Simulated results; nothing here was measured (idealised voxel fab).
Name of the process module below: voxel trench capacitor
The cross-section shown here is cut; it is 165 nm wide and divided into square cells measuring 5 nm on a side.
A cross-section is written here as square cells arranged in a grid, and it is given in bands from the top down, each band taking up one or more rows of cells.
It is stipulated that each band's entry specify, in nanometres, the height of the top of the band and then that of its bottom, followed by the materials of the band in left-to-right sequence, each together with its width in nanometres. A single material marked by the word "full width" is understood to fill the band from edge to edge; the word "blank" is understood to denote empty space.
Height datum 0, below which the as-received substrate wafer is one material. Lowest band open at the bottom, running downward: "0..down".
The width entry "30..40" should be interpreted row by row: the top row of cells in the band takes the first number, the bottom row takes the second number, and the change between adjacent rows is uniform throughout.
"stayed the same" for a step: no cell of the cross-section changed in that step.
Reported under the label "Enclosed void list" are the empty spaces having no open way to the top and comprising 8 cells or more; the notation for each is width x height at distance, in which the distance is measured from the left edge and all three values are in nm.
Anything after a step's settings on that line? It's the simulator's own note about the step.
The "overlay nm" setting may appear on a step's line; for a step that uses a mask, it gives how far to the right of its planned position the mask lay, and a negative value indicates the left.
[The steps planned for the process are as follows]
- 1: RECEIVE | material Si
- 2: CONFORMAL_DEP | material SiN | thk nm 5
- 3: PATTERN | tone open | mask id TRENCH | material resist | width nm 20 | pitch nm 45 | thk nm 15 | overlay nm -15
- 4: DIRECTIONAL_ETCH | etch materials SiN | depth nm 5
- 5: DIRECTIONAL_ETCH | etch materials Si | depth nm 25
- 6: STRIP | etch materials resist
- 7: CONFORMAL_DEP | material SiO2 | thk nm 5
- 8: FILL_DEP | material polySi | thk nm 10
- 9: CMP | height nm 5
Among the wafers covered here, the point of difference is the overlay nm at step 3; their starting state is shared, and the plan presents the value of the first wafer.
[Incoming state of the first of several wafers in cross-section: after step 1]
* 0..down | Si full width
* Enclosed void list: none
[For your reference, the table is organized with a row per wafer; each row reflects the wafer at the end of the module, indicating for each material the cells gained (+) or lost (-) since receipt, and thereafter its closed voids]
overlay nm -15; -40 Si; +25 SiN; +28 SiO2; +20 polySi; Enclosed void list: none
overlay nm -10; -40 Si; +25 SiN; +28 SiO2; +20 polySi; Enclosed void list: none
overlay nm -5; -40 Si; +25 SiN; +28 SiO2; +20 polySi; Enclosed void list: none
overlay nm 0; -40 Si; +25 SiN; +28 SiO2; +20 polySi; Enclosed void list: none
overlay nm 5; -40 Si; +25 SiN; +28 SiO2; +20 polySi; Enclosed void list: none
overlay nm 10; -40 Si; +25 SiN; +28 SiO2; +20 polySi; Enclosed void list: none
overlay nm 15; -40 Si; +25 SiN; +28 SiO2; +20 polySi; Enclosed void list: none
